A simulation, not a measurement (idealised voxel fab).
Name of the process module below: voxel capacitor over wiring
Shown is cross-section cut, with a width of 285 nm and square cells of size 5 nm.
Each cross-section below is a grid of square cells, stated as bands in top-down order, with one or more rows of cells making up each band. Top height, bottom height, nm. Materials left to right, width each, nm. Single material + "everywhere" = fills band edge to edge. "blank" = empty. Beneath 0, the wafer as received is one material, and that level is where height counting begins. The lowest band goes on downward without a bottom; it is written like "from 0 down". The two numbers in a width such as "30..40" mark its ends across the band: the first belongs to the top row of cells, the second to the bottom row, and from each row to the next the width moves by the same amount. No cell of the cross-section changed in a step that is given as "left unchanged". For the entry "Internal closed voids", the listed items are empty spaces with no open way to the top whose size is 8 cells or more; each item follows the pattern width x height at distance, where distance is from the left edge and all three are in nm. Anything after a step's settings on that line? It's the simulator's own note about the step. overlay nm: step with mask; distance mask lay right of planned place; negative value = left of planned place.

# Intended process steps
- 1: RECEIVE,material Si
- 2: CONFORMAL_DEP,material SiO2,thk nm 15
- 3: CONFORMAL_DEP,material SiCN,thk nm 5
- 4: DIRECTIONAL_DEP,material SiO2,thk nm 20
- 5: DIRECTIONAL_DEP,material aC,thk nm 10
- 6: PATTERN,tone open,mask id METAL_1,material resist,width nm 20,pitch nm 75,thk nm 30,overlay nm 0
- 7: DIRECTIONAL_ETCH,etch materials aC,depth nm 10
- 8: STRIP,etch materials resist
- 9: DIRECTIONAL_ETCH,etch materials SiO2,depth nm 20
- 10: DIRECTIONAL_ETCH,etch materials SiCN,depth nm 5
- 11: STRIP,etch materials aC
- 12: CONFORMAL_DEP,material TiN,thk nm 5
- 13: FILL_DEP,material Cu,thk nm 10
- 14: CMP,height nm 40
- 15: EPI,material Ru,thk nm 5
- 16: FILL_DEP,material SiCN,thk nm 5
- 17: DIRECTIONAL_DEP,material lowk,thk nm 10
- 18: PATTERN,tone open,mask id PLUG_1,material resist,width nm 15,thk nm 15,overlay nm 0
- 19: DIRECTIONAL_ETCH,etch materials lowk,depth nm 10
- 20: DIRECTIONAL_ETCH,etch materials SiCN,depth nm 5
- 21: STRIP,etch materials resist
- 22: CONFORMAL_DEP,material TiN,thk nm 5
- 23: FILL_DEP,material W,thk nm 5
- 24: CMP,height nm 60
- 25: DIRECTIONAL_DEP,material TiN,thk nm 5
- 26: DIRECTIONAL_DEP,material HfO2,thk nm 5
- 27: DIRECTIONAL_DEP,material TiN,thk nm 5
- 28: PATTERN,tone cover,mask id UPPER_PLATE,material resist,width nm 60,thk nm 15,overlay nm 0
- 29: DIRECTIONAL_ETCH,etch materials TiN,depth nm 5
- 30: DIRECTIONAL_ETCH,etch materials HfO2,depth nm 5
- 31: STRIP,etch materials resist
- 32: MASKED_ETCH,tone cover,mask id LOWER_PLATE,width nm 70,etch materials TiN,depth nm 5,overlay nm 0
- 33: FILL_DEP,material SiO2,thk nm 20
- 34: CMP,height nm 90
- 35: DIRECTIONAL_DEP,material aC,thk nm 10
- 36: PATTERN,tone open,mask id PLUG_2,material resist,width nm 15,thk nm 30,overlay nm 0
- 37: DIRECTIONAL_ETCH,etch materials aC,depth nm 10
- 38: STRIP,etch materials resist
- 39: DIRECTIONAL_ETCH,etch materials SiO2,depth nm 15
- 40: STRIP,etch materials aC
- 41: CONFORMAL_DEP,material TiN,thk nm 5
- 42: FILL_DEP,material W,thk nm 5
- 43: CMP,height nm 90
- 44: CONFORMAL_DEP,material SiN,thk nm 5

# Cross-section: wafer on arrival = after step 1
from 0 down: Si everywhere
Internal closed voids: none

# first wafer at the end, as planned
from 95 to 90: SiN everywhere
from 90 to 80: 110 nm SiO2 | 5 nm TiN | 5 nm W | 5 nm TiN | 160 nm SiO2
from 80 to 70: 110..100 nm SiO2 | 15..60 nm TiN | 160..125 nm SiO2
from 70 to 65: 100 nm SiO2 | 60 nm HfO2 | 125 nm SiO2
from 65 to 60: 95 nm SiO2 | 70 nm TiN | 120 nm SiO2
from 60 to 50: 100 nm lowk | 5 nm TiN | 5 nm W | 5 nm TiN | 170 nm lowk
from 50 to 45: 100 nm SiCN | 15 nm TiN | 170 nm SiCN
from 45 to 40: 90 nm SiCN | 30 nm Ru | 45 nm SiCN | 30 nm Ru | 90 nm SiCN
from 40 to 20: 95 nm SiO2 | 5 nm TiN | 10 nm Cu | 5 nm TiN | 55 nm SiO2 | 5 nm TiN | 10 nm Cu | 5 nm TiN | 95 nm SiO2
from 20 to 15: 95 nm SiCN | 20 nm TiN | 55 nm SiCN | 20 nm TiN | 95 nm SiCN
from 15 to 0: SiO2 everywhere
from 0 down: Si everywhere
Internal closed voids: none

# Wafer two, end of module, cross-section. Same start, same plan as wafer one. One mistake in the run
from 95 to 90: SiN everywhere
from 90 to 80: 110 nm SiO2 | 5 nm TiN | 5 nm W | 5 nm TiN | 160 nm SiO2
from 80 to 70: 110..100 nm SiO2 | 15..60 nm TiN | 160..125 nm SiO2
from 70 to 65: 100 nm SiO2 | 60 nm HfO2 | 125 nm SiO2
from 65 to 60: 95 nm SiO2 | 70 nm TiN | 120 nm SiO2
from 60 to 50: 100 nm lowk | 5 nm TiN | 5 nm W | 5 nm TiN | 170 nm lowk
from 50 to 45: 100 nm SiCN | 15 nm TiN | 170 nm SiCN
from 45 to 40: 90 nm SiCN | 30 nm Ru | 45 nm SiCN | 30 nm Ru | 90 nm SiCN
from 40 to 25: 95 nm SiO2 | 5 nm TiN | 10 nm Cu | 5 nm TiN | 55 nm SiO2 | 5 nm TiN | 10 nm Cu | 5 nm TiN | 95 nm SiO2
from 25 to 20: 95 nm SiO2 | 20 nm TiN | 55 nm SiO2 | 20 nm TiN | 95 nm SiO2
from 20 to 5: SiO2 everywhere
from 5 to 0: SiCN everywhere
from 0 down: Si everywhere
Internal closed voids: none
what went wrong: the executed order of steps 2 and 3 is the reverse of that specified in the plan, each step having taken the other's position
Bottom line after processing is that, in cells, the second wafer is up or down on some materials versus the first: Cu: 4 fewer | SiCN: 8 more | TiN: 4 fewer
